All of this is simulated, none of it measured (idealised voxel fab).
process module | voxel transistor to metal
cross-section cut | 205 nm wide | cells 5 nm
A cross-section is a grid of square cells, given in bands from the top down. A band is one or more rows of cells.
Each band's line starts with the height of the band's top and of its bottom, in nm. Then come its materials from left to right, each with its width in nm. One material with "throughout" fills the band from edge to edge. "air" is empty space.
Height 0 is the level under which the wafer as received is all one material. The lowest band goes on downwards, as in "0 down".
A width such as "30 to 40" changes by the same amount from each row of cells to the next, from the band's top row to its bottom row.
"no change" after a step means that no cell of the cross-section changed.
closed voids: empty space of 8 cells or more with no open way to the top, each as width x height at its distance from the left edge, in nm
after a step's settings: what the simulator itself notes on the step
overlay nm, on a step with a mask: how far to the right of its planned place the mask lay; to the left if negative
plan
1 op RECEIVE | material Si
2 op OXIDIZE | depth nm 5
3 op CONFORMAL_DEP | material SiN | thk nm 10
4 op DIRECTIONAL_DEP | material aC | thk nm 10
5 op PATTERN | tone cover | mask id ACTIVE | material resist | width nm 100 | thk nm 25 | overlay nm 0
6 op DIRECTIONAL_ETCH | etch materials aC | depth nm 10
7 op STRIP | etch materials resist
8 op DIRECTIONAL_ETCH | etch materials SiN | depth nm 10
9 op DIRECTIONAL_ETCH | etch materials SiO2 | depth nm 5
10 op DIRECTIONAL_ETCH | etch materials Si | depth nm 35
11 op STRIP | etch materials aC
12 op OXIDIZE | depth nm 5
13 op FILL_DEP | material SiO2 | thk nm 5
14 op CMP | height nm 10
15 op SELECTIVE_ETCH | etch materials SiO2 | depth nm 10
16 op STRIP | etch materials SiN
17 op SELECTIVE_ETCH | etch materials SiO2 | depth nm 5
18 op OXIDIZE | depth nm 5
19 op DIRECTIONAL_DEP | material polySi | thk nm 20
20 op DIRECTIONAL_DEP | material SiCN | thk nm 15
21 op PATTERN | tone cover | mask id GATE | material resist | width nm 30 | thk nm 15 | overlay nm 0
22 op DIRECTIONAL_ETCH | etch materials SiCN | depth nm 25
23 op DIRECTIONAL_ETCH | etch materials polySi | depth nm 30
24 op STRIP | etch materials resist
25 op CONFORMAL_DEP | material SiN | thk nm 10
26 op DIRECTIONAL_ETCH | etch materials SiN | depth nm 10
27 op DIRECTIONAL_ETCH | etch materials SiO2 | depth nm 5
28 op DIRECTIONAL_ETCH | etch materials Si | depth nm 10
29 op EPI | material nSi | thk nm 15
30 op FILL_DEP | material SiO2 | thk nm 5
31 op CMP | height nm 15
32 op STRIP | etch materials polySi
33 op SELECTIVE_ETCH | etch materials SiO2 | depth nm 5
34 op CONFORMAL_DEP | material HfO2 | thk nm 5
35 op CONFORMAL_DEP | material TiN | thk nm 5
36 op FILL_DEP | material W | thk nm 5
37 op CMP | height nm 10
38 op DIRECTIONAL_DEP | material SiO2 | thk nm 10
39 op PATTERN | tone open | mask id CONTACT | material resist | width nm 15 | pitch nm 75 | thk nm 20 | overlay nm 0
40 op DIRECTIONAL_ETCH | etch materials SiO2 | depth nm 25
41 op STRIP | etch materials resist
42 op CONFORMAL_DEP | material TiN | thk nm 5
43 op FILL_DEP | material Ru | thk nm 10
44 op CMP | height nm 20
45 op DIRECTIONAL_DEP | material TiN | thk nm 5
46 op DIRECTIONAL_DEP | material Ru | thk nm 20
47 op DIRECTIONAL_DEP | material aC | thk nm 10
48 op PATTERN | tone cover | mask id METAL_1 | material resist | width nm 15 | pitch nm 75 | thk nm 25 | overlay nm 0
49 op DIRECTIONAL_ETCH | etch materials aC | depth nm 10
50 op STRIP | etch materials resist
51 op DIRECTIONAL_ETCH | etch materials Ru | depth nm 20
52 op DIRECTIONAL_ETCH | etch materials TiN | depth nm 5
53 op STRIP | etch materials aC
54 op CONFORMAL_DEP | material SiN | thk nm 5
55 op FILL_DEP | material lowk | thk nm 10
56 op CMP | height nm 45
57 op CONFORMAL_DEP | material SiCN | thk nm 5
58 op DIRECTIONAL_DEP | material lowk | thk nm 30
59 op PATTERN | tone open | mask id METAL_2 | material resist | width nm 15 | pitch nm 75 | thk nm 20 | overlay nm 0
60 op DIRECTIONAL_ETCH | etch materials lowk | depth nm 15
61 op STRIP | etch materials resist
62 op PATTERN | tone open | mask id METAL_2_HOLES | material resist | width nm 15 | pitch nm 75 | thk nm 20 | overlay nm 0
63 op DIRECTIONAL_ETCH | etch materials lowk | depth nm 15
64 op DIRECTIONAL_ETCH | etch materials SiCN | depth nm 5
65 op STRIP | etch materials resist
66 op CONFORMAL_DEP | material TiN | thk nm 5
67 op FILL_DEP | material Ru | thk nm 5
68 op CMP | height nm 80
69 op CONFORMAL_DEP | material SiN | thk nm 5
first wafer, as planned
as received, after step 1
  0 down: Si throughout
  closed voids: none
after step 2
  0 to -5: SiO2 throughout
  below -5: unchanged
after step 3
  10 to 0: SiN throughout
  below 0: unchanged
after step 4
  20 to 10: aC throughout
  below 10: unchanged
after step 5
  45 to 20: air 50 | resist 100 | air 55
  below 20: unchanged
after step 6
  35 to 20: air 50 | resist 100 | air 55
  20 to 10: air 50 | aC 100 | air 55
  below 10: unchanged
after step 7
  20 to 10: air 50 | aC 100 | air 55
  below 10: unchanged
after step 8
  20 to 10: air 50 | aC 100 | air 55
  10 to 0: air 50 | SiN 100 | air 55
  below 0: unchanged
after step 9
  20 to 10: air 50 | aC 100 | air 55
  10 to 0: air 50 | SiN 100 | air 55
  0 to -5: air 50 | SiO2 100 | air 55
  below -5: unchanged
after step 10
  20 to 10: air 50 | aC 100 | air 55
  10 to 0: air 50 | SiN 100 | air 55
  0 to -5: air 50 | SiO2 100 | air 55
  -5 to -40: air 50 | Si 100 | air 55
  below -40: unchanged
after step 11
  10 to 0: air 50 | SiN 100 | air 55
  below 0: unchanged
after step 12
  10 to 0: air 50 | SiN 100 | air 55
  0 to -5: air 50 | SiO2 100 | air 55
  -5 to -40: air 50 | SiO2 5 | Si 90 | SiO2 5 | air 55
  -40 to -45: SiO2 55 | Si 90 | SiO2 60
  below -45: unchanged
after step 13
  15 to 10: SiO2 throughout
  10 to 0: SiO2 50 | SiN 100 | SiO2 55
  0 to -5: SiO2 throughout
  -5 to -45: SiO2 55 | Si 90 | SiO2 60
  below -45: unchanged
after step 14
  10 to 0: SiO2 50 | SiN 100 | SiO2 55
  below 0: unchanged
after step 15
  10 to 0: air 50 | SiN 100 | air 55
  below 0: unchanged
after step 16
  0 to -5: SiO2 throughout
  below -5: unchanged
after step 17
  -5 to -45: SiO2 55 | Si 90 | SiO2 60
  below -45: unchanged
after step 18
  -5 to -10: SiO2 throughout
  below -10: unchanged
after step 19
  15 to -5: polySi throughout
  below -5: unchanged
after step 20
  30 to 15: SiCN throughout
  below 15: unchanged
after step 21
  45 to 30: air 85 | resist 30 | air 90
  below 30: unchanged
after step 22
  45 to 30: air 85 | resist 30 | air 90
  30 to 15: air 85 | SiCN 30 | air 90
  below 15: unchanged
after step 23
  45 to 30: air 85 | resist 30 | air 90
  30 to 15: air 85 | SiCN 30 | air 90
  15 to -5: air 85 | polySi 30 | air 90
  below -5: unchanged
after step 24
  30 to 15: air 85 | SiCN 30 | air 90
  below 15: unchanged
after step 25
  40 to 30: air 75 | SiN 50 | air 80
  30 to 15: air 75 | SiN 10 | SiCN 30 | SiN 10 | air 80
  15 to 5: air 75 | SiN 10 | polySi 30 | SiN 10 | air 80
  5 to -5: SiN 85 | polySi 30 | SiN 90
  below -5: unchanged
after step 26
  30 to 15: air 75 | SiN 10 | SiCN 30 | SiN 10 | air 80
  15 to -5: air 75 | SiN 10 | polySi 30 | SiN 10 | air 80
  below -5: unchanged
after step 27
  30 to 15: air 75 | SiN 10 | SiCN 30 | SiN 10 | air 80
  15 to -5: air 75 | SiN 10 | polySi 30 | SiN 10 | air 80
  -5 to -10: air 75 | SiO2 50 | air 80
  below -10: unchanged
after step 28
  30 to 15: air 75 | SiN 10 | SiCN 30 | SiN 10 | air 80
  15 to -5: air 75 | SiN 10 | polySi 30 | SiN 10 | air 80
  -5 to -10: air 75 | SiO2 50 | air 80
  -10 to -20: SiO2 55 | air 20 | Si 50 | air 20 | SiO2 60
  below -20: unchanged
after step 29
  30 to 15: air 75 | SiN 10 | SiCN 30 | SiN 10 | air 80
  15 to 5: air 75 | SiN 10 | polySi 30 | SiN 10 | air 80
  5 to -5: air 60 | nSi 15 | SiN 10 | polySi 30 | SiN 10 | nSi 15 | air 65
  -5 to -10: air 50 | nSi 25 | SiO2 50 | nSi 25 | air 55
  -10 to -20: SiO2 55 | nSi 20 | Si 50 | nSi 20 | SiO2 60
  below -20: unchanged
after step 30
  35 to 30: SiO2 throughout
  30 to 15: SiO2 75 | SiN 10 | SiCN 30 | SiN 10 | SiO2 80
  15 to 5: SiO2 75 | SiN 10 | polySi 30 | SiN 10 | SiO2 80
  5 to -5: SiO2 60 | nSi 15 | SiN 10 | polySi 30 | SiN 10 | nSi 15 | SiO2 65
  -5 to -10: SiO2 50 | nSi 25 | SiO2 50 | nSi 25 | SiO2 55
  below -10: unchanged
after step 31
  15 to 5: SiO2 75 | SiN 10 | polySi 30 | SiN 10 | SiO2 80
  below 5: unchanged
after step 32
  15 to 5: SiO2 75 | SiN 10 | air 30 | SiN 10 | SiO2 80
  5 to -5: SiO2 60 | nSi 15 | SiN 10 | air 30 | SiN 10 | nSi 15 | SiO2 65
  below -5: unchanged
after step 33
  15 to 10: air 75 | SiN 10 | air 30 | SiN 10 | air 80
  10 to 5: SiO2 75 | SiN 10 | air 30 | SiN 10 | SiO2 80
  5 to -5: SiO2 60 | nSi 15 | SiN 10 | air 30 | SiN 10 | nSi 15 | SiO2 65
  -5 to -10: SiO2 50 | nSi 25 | SiO2 5 | air 40 | SiO2 5 | nSi 25 | SiO2 55
  below -10: unchanged
after step 34
  20 to 15: air 70 | HfO2 20 | air 20 | HfO2 20 | air 75
  15 to 10: HfO2 75 | SiN 10 | HfO2 5 | air 20 | HfO2 5 | SiN 10 | HfO2 80
  10 to 5: SiO2 75 | SiN 10 | HfO2 5 | air 20 | HfO2 5 | SiN 10 | SiO2 80
  5 to -5: SiO2 60 | nSi 15 | SiN 10 | HfO2 5 | air 20 | HfO2 5 | SiN 10 | nSi 15 | SiO2 65
  -5 to -10: SiO2 50 | nSi 25 | SiO2 5 | HfO2 40 | SiO2 5 | nSi 25 | SiO2 55
  below -10: unchanged
after step 35
  25 to 20: air 65 | TiN 30 | air 10 | TiN 30 | air 70
  20 to 15: TiN 70 | HfO2 20 | TiN 5 | air 10 | TiN 5 | HfO2 20 | TiN 75
  15 to 10: HfO2 75 | SiN 10 | HfO2 5 | TiN 5 | air 10 | TiN 5 | HfO2 5 | SiN 10 | HfO2 80
  10 to 5: SiO2 75 | SiN 10 | HfO2 5 | TiN 5 | air 10 | TiN 5 | HfO2 5 | SiN 10 | SiO2 80
  5 to 0: SiO2 60 | nSi 15 | SiN 10 | HfO2 5 | TiN 5 | air 10 | TiN 5 | HfO2 5 | SiN 10 | nSi 15 | SiO2 65
  0 to -5: SiO2 60 | nSi 15 | SiN 10 | HfO2 5 | TiN 20 | HfO2 5 | SiN 10 | nSi 15 | SiO2 65
  below -5: unchanged
after step 36
  30 to 25: W throughout
  25 to 20: W 65 | TiN 30 | W 10 | TiN 30 | W 70
  20 to 15: TiN 70 | HfO2 20 | TiN 5 | W 10 | TiN 5 | HfO2 20 | TiN 75
  15 to 10: HfO2 75 | SiN 10 | HfO2 5 | TiN 5 | W 10 | TiN 5 | HfO2 5 | SiN 10 | HfO2 80
  10 to 5: SiO2 75 | SiN 10 | HfO2 5 | TiN 5 | W 10 | TiN 5 | HfO2 5 | SiN 10 | SiO2 80
  5 to 0: SiO2 60 | nSi 15 | SiN 10 | HfO2 5 | TiN 5 | W 10 | TiN 5 | HfO2 5 | SiN 10 | nSi 15 | SiO2 65
  below 0: unchanged
after step 37
  10 to 5: SiO2 75 | SiN 10 | HfO2 5 | TiN 5 | W 10 | TiN 5 | HfO2 5 | SiN 10 | SiO2 80
  below 5: unchanged
after step 38
  20 to 10: SiO2 throughout
  below 10: unchanged
after step 39
  40 to 20: resist 55 | air 15 | resist 60 | air 15 | resist 60
  below 20: unchanged
after step 40
  40 to 20: resist 55 | air 15 | resist 60 | air 15 | resist 60
  20 to 10: SiO2 55 | air 15 | SiO2 60 | air 15 | SiO2 60
  10 to 5: SiO2 55 | air 15 | SiO2 5 | SiN 10 | HfO2 5 | TiN 5 | W 10 | TiN 5 | HfO2 5 | SiN 10 | SiO2 5 | air 15 | SiO2 60
  5 to 0: SiO2 55 | air 5 | nSi 15 | SiN 10 | HfO2 5 | TiN 5 | W 10 | TiN 5 | HfO2 5 | SiN 10 | nSi 15 | air 5 | SiO2 60
  0 to -5: SiO2 55 | air 5 | nSi 15 | SiN 10 | HfO2 5 | TiN 20 | HfO2 5 | SiN 10 | nSi 15 | air 5 | SiO2 60
  below -5: unchanged
after step 41
  20 to 10: SiO2 55 | air 15 | SiO2 60 | air 15 | SiO2 60
  below 10: unchanged
after step 42
  25 to 20: TiN 60 | air 5 | TiN 70 | air 5 | TiN 65
  20 to 10: SiO2 55 | TiN 5 | air 5 | TiN 5 | SiO2 60 | TiN 5 | air 5 | TiN 5 | SiO2 60
  10 to 5: SiO2 55 | TiN 15 | SiO2 5 | SiN 10 | HfO2 5 | TiN 5 | W 10 | TiN 5 | HfO2 5 | SiN 10 | SiO2 5 | TiN 15 | SiO2 60
  5 to 0: SiO2 55 | TiN 5 | nSi 15 | SiN 10 | HfO2 5 | TiN 5 | W 10 | TiN 5 | HfO2 5 | SiN 10 | nSi 15 | TiN 5 | SiO2 60
  0 to -5: SiO2 55 | TiN 5 | nSi 15 | SiN 10 | HfO2 5 | TiN 20 | HfO2 5 | SiN 10 | nSi 15 | TiN 5 | SiO2 60
  below -5: unchanged
after step 43
  35 to 25: Ru throughout
  25 to 20: TiN 60 | Ru 5 | TiN 70 | Ru 5 | TiN 65
  20 to 10: SiO2 55 | TiN 5 | Ru 5 | TiN 5 | SiO2 60 | TiN 5 | Ru 5 | TiN 5 | SiO2 60
  below 10: unchanged
after step 44
  20 to 10: SiO2 55 | TiN 5 | Ru 5 | TiN 5 | SiO2 60 | TiN 5 | Ru 5 | TiN 5 | SiO2 60
  below 10: unchanged
after step 45
  25 to 20: TiN throughout
  below 20: unchanged
after step 46
  45 to 25: Ru throughout
  below 25: unchanged
after step 47
  55 to 45: aC throughout
  below 45: unchanged
after step 48
  80 to 55: air 55 | resist 15 | air 60 | resist 15 | air 60
  below 55: unchanged
after step 49
  70 to 55: air 55 | resist 15 | air 60 | resist 15 | air 60
  55 to 45: air 55 | aC 15 | air 60 | aC 15 | air 60
  below 45: unchanged
after step 50
  55 to 45: air 55 | aC 15 | air 60 | aC 15 | air 60
  below 45: unchanged
after step 51
  55 to 45: air 55 | aC 15 | air 60 | aC 15 | air 60
  45 to 25: air 55 | Ru 15 | air 60 | Ru 15 | air 60
  below 25: unchanged
after step 52
  55 to 45: air 55 | aC 15 | air 60 | aC 15 | air 60
  45 to 25: air 55 | Ru 15 | air 60 | Ru 15 | air 60
  25 to 20: air 55 | TiN 15 | air 60 | TiN 15 | air 60
  below 20: unchanged
after step 53
  45 to 25: air 55 | Ru 15 | air 60 | Ru 15 | air 60
  below 25: unchanged
after step 54
  50 to 45: air 50 | SiN 25 | air 50 | SiN 25 | air 55
  45 to 25: air 50 | SiN 5 | Ru 15 | SiN 5 | air 50 | SiN 5 | Ru 15 | SiN 5 | air 55
  25 to 20: SiN 55 | TiN 15 | SiN 60 | TiN 15 | SiN 60
  below 20: unchanged
after step 55
  60 to 50: lowk throughout
  50 to 45: lowk 50 | SiN 25 | lowk 50 | SiN 25 | lowk 55
  45 to 25: lowk 50 | SiN 5 | Ru 15 | SiN 5 | lowk 50 | SiN 5 | Ru 15 | SiN 5 | lowk 55
  below 25: unchanged
after step 56
  45 to 25: lowk 50 | SiN 5 | Ru 15 | SiN 5 | lowk 50 | SiN 5 | Ru 15 | SiN 5 | lowk 55
  below 25: unchanged
after step 57
  50 to 45: SiCN throughout
  below 45: unchanged
after step 58
  80 to 50: lowk throughout
  below 50: unchanged
after step 59
  100 to 80: resist 55 | air 15 | resist 60 | air 15 | resist 60
  below 80: unchanged
after step 60
  100 to 80: resist 55 | air 15 | resist 60 | air 15 | resist 60
  80 to 65: lowk 55 | air 15 | lowk 60 | air 15 | lowk 60
  below 65: unchanged
after step 61
  80 to 65: lowk 55 | air 15 | lowk 60 | air 15 | lowk 60
  below 65: unchanged
after step 62
  100 to 80: resist 55 | air 15 | resist 60 | air 15 | resist 60
  below 80: unchanged
after step 63
  100 to 80: resist 55 | air 15 | resist 60 | air 15 | resist 60
  80 to 50: lowk 55 | air 15 | lowk 60 | air 15 | lowk 60
  below 50: unchanged
after step 64
  100 to 80: resist 55 | air 15 | resist 60 | air 15 | resist 60
  80 to 50: lowk 55 | air 15 | lowk 60 | air 15 | lowk 60
  50 to 45: SiCN 55 | air 15 | SiCN 60 | air 15 | SiCN 60
  below 45: unchanged
after step 65
  80 to 50: lowk 55 | air 15 | lowk 60 | air 15 | lowk 60
  below 50: unchanged
after step 66
  85 to 80: TiN 60 | air 5 | TiN 70 | air 5 | TiN 65
  80 to 50: lowk 55 | TiN 5 | air 5 | TiN 5 | lowk 60 | TiN 5 | air 5 | TiN 5 | lowk 60
  50 to 45: SiCN 55 | TiN 15 | SiCN 60 | TiN 15 | SiCN 60
  below 45: unchanged
after step 67
  90 to 85: Ru throughout
  85 to 80: TiN 60 | Ru 5 | TiN 70 | Ru 5 | TiN 65
  80 to 50: lowk 55 | TiN 5 | Ru 5 | TiN 5 | lowk 60 | TiN 5 | Ru 5 | TiN 5 | lowk 60
  below 50: unchanged
after step 68
  80 to 50: lowk 55 | TiN 5 | Ru 5 | TiN 5 | lowk 60 | TiN 5 | Ru 5 | TiN 5 | lowk 60
  below 50: unchanged
after step 69
  85 to 80: SiN throughout
  below 80: unchanged
second wafer: like start, like plan, one mistake. Through step 2 it matches the first wafer
when step 3 should have ended
  10 to 0: SiCN throughout
  below 0: unchanged
when step 4 should have ended
  20 to 10: aC throughout
  below 10: unchanged
when step 5 should have ended
  45 to 20: air 50 | resist 100 | air 55
  below 20: unchanged
when step 6 should have ended
  35 to 20: air 50 | resist 100 | air 55
  20 to 10: air 50 | aC 100 | air 55
  below 10: unchanged
when step 7 should have ended
  20 to 10: air 50 | aC 100 | air 55
  below 10: unchanged
when step 8 should have ended: no change
when step 9 should have ended: no change
when step 10 should have ended: no change
when step 11 should have ended
  10 to 0: SiCN throughout
  below 0: unchanged
when step 12 should have ended: no change
when step 13 should have ended
  15 to 10: SiO2 throughout
  below 10: unchanged
when step 14 should have ended
  10 to 0: SiCN throughout
  below 0: unchanged
when step 15 should have ended: no change
when step 16 should have ended: no change
when step 17 should have ended: no change
when step 18 should have ended: no change
when step 19 should have ended
  30 to 10: polySi throughout
  below 10: unchanged
when step 20 should have ended
  45 to 30: SiCN throughout
  below 30: unchanged
when step 21 should have ended
  60 to 45: air 85 | resist 30 | air 90
  below 45: unchanged
when step 22 should have ended
  60 to 45: air 85 | resist 30 | air 90
  45 to 30: air 85 | SiCN 30 | air 90
  below 30: unchanged
when step 23 should have ended
  60 to 45: air 85 | resist 30 | air 90
  45 to 30: air 85 | SiCN 30 | air 90
  30 to 10: air 85 | polySi 30 | air 90
  below 10: unchanged
when step 24 should have ended
  45 to 30: air 85 | SiCN 30 | air 90
  below 30: unchanged
when step 25 should have ended
  55 to 45: air 75 | SiN 50 | air 80
  45 to 30: air 75 | SiN 10 | SiCN 30 | SiN 10 | air 80
  30 to 20: air 75 | SiN 10 | polySi 30 | SiN 10 | air 80
  20 to 10: SiN 85 | polySi 30 | SiN 90
  below 10: unchanged
when step 26 should have ended
  45 to 30: air 75 | SiN 10 | SiCN 30 | SiN 10 | air 80
  30 to 10: air 75 | SiN 10 | polySi 30 | SiN 10 | air 80
  below 10: unchanged
when step 27 should have ended: no change
when step 28 should have ended: no change
when step 29 should have ended: no change
when step 30 should have ended
  50 to 45: SiO2 throughout
  45 to 30: SiO2 75 | SiN 10 | SiCN 30 | SiN 10 | SiO2 80
  30 to 10: SiO2 75 | SiN 10 | polySi 30 | SiN 10 | SiO2 80
  below 10: unchanged
when step 31 should have ended
  15 to 10: SiO2 75 | SiN 10 | polySi 30 | SiN 10 | SiO2 80
  below 10: unchanged
when step 32 should have ended
  15 to 10: SiO2 75 | SiN 10 | air 30 | SiN 10 | SiO2 80
  below 10: unchanged
when step 33 should have ended
  15 to 10: air 75 | SiN 10 | air 30 | SiN 10 | air 80
  below 10: unchanged
when step 34 should have ended
  20 to 15: air 70 | HfO2 20 | air 20 | HfO2 20 | air 75
  15 to 10: HfO2 75 | SiN 10 | HfO2 30 | SiN 10 | HfO2 80
  below 10: unchanged
when step 35 should have ended
  25 to 20: air 65 | TiN 30 | air 10 | TiN 30 | air 70
  20 to 15: TiN 70 | HfO2 20 | TiN 20 | HfO2 20 | TiN 75
  below 15: unchanged
when step 36 should have ended
  30 to 25: W throughout
  25 to 20: W 65 | TiN 30 | W 10 | TiN 30 | W 70
  below 20: unchanged
when step 37 should have ended
  10 to 0: SiCN throughout
  below 0: unchanged
when step 38 should have ended
  20 to 10: SiO2 throughout
  below 10: unchanged
when step 39 should have ended
  40 to 20: resist 55 | air 15 | resist 60 | air 15 | resist 60
  below 20: unchanged
when step 40 should have ended
  40 to 20: resist 55 | air 15 | resist 60 | air 15 | resist 60
  20 to 10: SiO2 55 | air 15 | SiO2 60 | air 15 | SiO2 60
  below 10: unchanged
when step 41 should have ended
  20 to 10: SiO2 55 | air 15 | SiO2 60 | air 15 | SiO2 60
  below 10: unchanged
when step 42 should have ended
  25 to 20: TiN 60 | air 5 | TiN 70 | air 5 | TiN 65
  20 to 15: SiO2 55 | TiN 5 | air 5 | TiN 5 | SiO2 60 | TiN 5 | air 5 | TiN 5 | SiO2 60
  15 to 10: SiO2 55 | TiN 15 | SiO2 60 | TiN 15 | SiO2 60
  below 10: unchanged
when step 43 should have ended
  35 to 25: Ru throughout
  25 to 20: TiN 60 | Ru 5 | TiN 70 | Ru 5 | TiN 65
  20 to 15: SiO2 55 | TiN 5 | Ru 5 | TiN 5 | SiO2 60 | TiN 5 | Ru 5 | TiN 5 | SiO2 60
  below 15: unchanged
when step 44 should have ended
  20 to 15: SiO2 55 | TiN 5 | Ru 5 | TiN 5 | SiO2 60 | TiN 5 | Ru 5 | TiN 5 | SiO2 60
  below 15: unchanged
when step 45 should have ended
  25 to 20: TiN throughout
  below 20: unchanged
when step 46 should have ended
  45 to 25: Ru throughout
  below 25: unchanged
when step 47 should have ended
  55 to 45: aC throughout
  below 45: unchanged
when step 48 should have ended
  80 to 55: air 55 | resist 15 | air 60 | resist 15 | air 60
  below 55: unchanged
when step 49 should have ended
  70 to 55: air 55 | resist 15 | air 60 | resist 15 | air 60
  55 to 45: air 55 | aC 15 | air 60 | aC 15 | air 60
  below 45: unchanged
when step 50 should have ended
  55 to 45: air 55 | aC 15 | air 60 | aC 15 | air 60
  below 45: unchanged
when step 51 should have ended
  55 to 45: air 55 | aC 15 | air 60 | aC 15 | air 60
  45 to 25: air 55 | Ru 15 | air 60 | Ru 15 | air 60
  below 25: unchanged
when step 52 should have ended
  55 to 45: air 55 | aC 15 | air 60 | aC 15 | air 60
  45 to 25: air 55 | Ru 15 | air 60 | Ru 15 | air 60
  25 to 20: air 55 | TiN 15 | air 60 | TiN 15 | air 60
  below 20: unchanged
when step 53 should have ended
  45 to 25: air 55 | Ru 15 | air 60 | Ru 15 | air 60
  below 25: unchanged
when step 54 should have ended
  50 to 45: air 50 | SiN 25 | air 50 | SiN 25 | air 55
  45 to 25: air 50 | SiN 5 | Ru 15 | SiN 5 | air 50 | SiN 5 | Ru 15 | SiN 5 | air 55
  25 to 20: SiN 55 | TiN 15 | SiN 60 | TiN 15 | SiN 60
  below 20: unchanged
when step 55 should have ended
  60 to 50: lowk throughout
  50 to 45: lowk 50 | SiN 25 | lowk 50 | SiN 25 | lowk 55
  45 to 25: lowk 50 | SiN 5 | Ru 15 | SiN 5 | lowk 50 | SiN 5 | Ru 15 | SiN 5 | lowk 55
  below 25: unchanged
when step 56 should have ended
  45 to 25: lowk 50 | SiN 5 | Ru 15 | SiN 5 | lowk 50 | SiN 5 | Ru 15 | SiN 5 | lowk 55
  below 25: unchanged
when step 57 should have ended
  50 to 45: SiCN throughout
  below 45: unchanged
when step 58 should have ended
  80 to 50: lowk throughout
  below 50: unchanged
when step 59 should have ended
  100 to 80: resist 55 | air 15 | resist 60 | air 15 | resist 60
  below 80: unchanged
when step 60 should have ended
  100 to 80: resist 55 | air 15 | resist 60 | air 15 | resist 60
  80 to 65: lowk 55 | air 15 | lowk 60 | air 15 | lowk 60
  below 65: unchanged
when step 61 should have ended
  80 to 65: lowk 55 | air 15 | lowk 60 | air 15 | lowk 60
  below 65: unchanged
when step 62 should have ended
  100 to 80: resist 55 | air 15 | resist 60 | air 15 | resist 60
  below 80: unchanged
when step 63 should have ended
  100 to 80: resist 55 | air 15 | resist 60 | air 15 | resist 60
  80 to 50: lowk 55 | air 15 | lowk 60 | air 15 | lowk 60
  below 50: unchanged
when step 64 should have ended
  100 to 80: resist 55 | air 15 | resist 60 | air 15 | resist 60
  80 to 50: lowk 55 | air 15 | lowk 60 | air 15 | lowk 60
  50 to 45: SiCN 55 | air 15 | SiCN 60 | air 15 | SiCN 60
  below 45: unchanged
when step 65 should have ended
  80 to 50: lowk 55 | air 15 | lowk 60 | air 15 | lowk 60
  below 50: unchanged
when step 66 should have ended
  85 to 80: TiN 60 | air 5 | TiN 70 | air 5 | TiN 65
  80 to 50: lowk 55 | TiN 5 | air 5 | TiN 5 | lowk 60 | TiN 5 | air 5 | TiN 5 | lowk 60
  50 to 45: SiCN 55 | TiN 15 | SiCN 60 | TiN 15 | SiCN 60
  below 45: unchanged
when step 67 should have ended
  90 to 85: Ru throughout
  85 to 80: TiN 60 | Ru 5 | TiN 70 | Ru 5 | TiN 65
  80 to 50: lowk 55 | TiN 5 | Ru 5 | TiN 5 | lowk 60 | TiN 5 | Ru 5 | TiN 5 | lowk 60
  below 50: unchanged
when step 68 should have ended
  80 to 50: lowk 55 | TiN 5 | Ru 5 | TiN 5 | lowk 60 | TiN 5 | Ru 5 | TiN 5 | lowk 60
  below 50: unchanged
when step 69 should have ended
  85 to 80: SiN throughout
  below 80: unchanged
what went wrong: step 3 ran as: op CONFORMAL_DEP | material SiCN | thk nm 10
at the end the second wafer has, in cells: 14 fewer of HfO2 | 2 fewer of Ru | 218 more of Si | 82 more of SiCN | 12 fewer of SiN | 214 fewer of SiO2 | 16 fewer of TiN | 4 fewer of W | 38 fewer of nSi
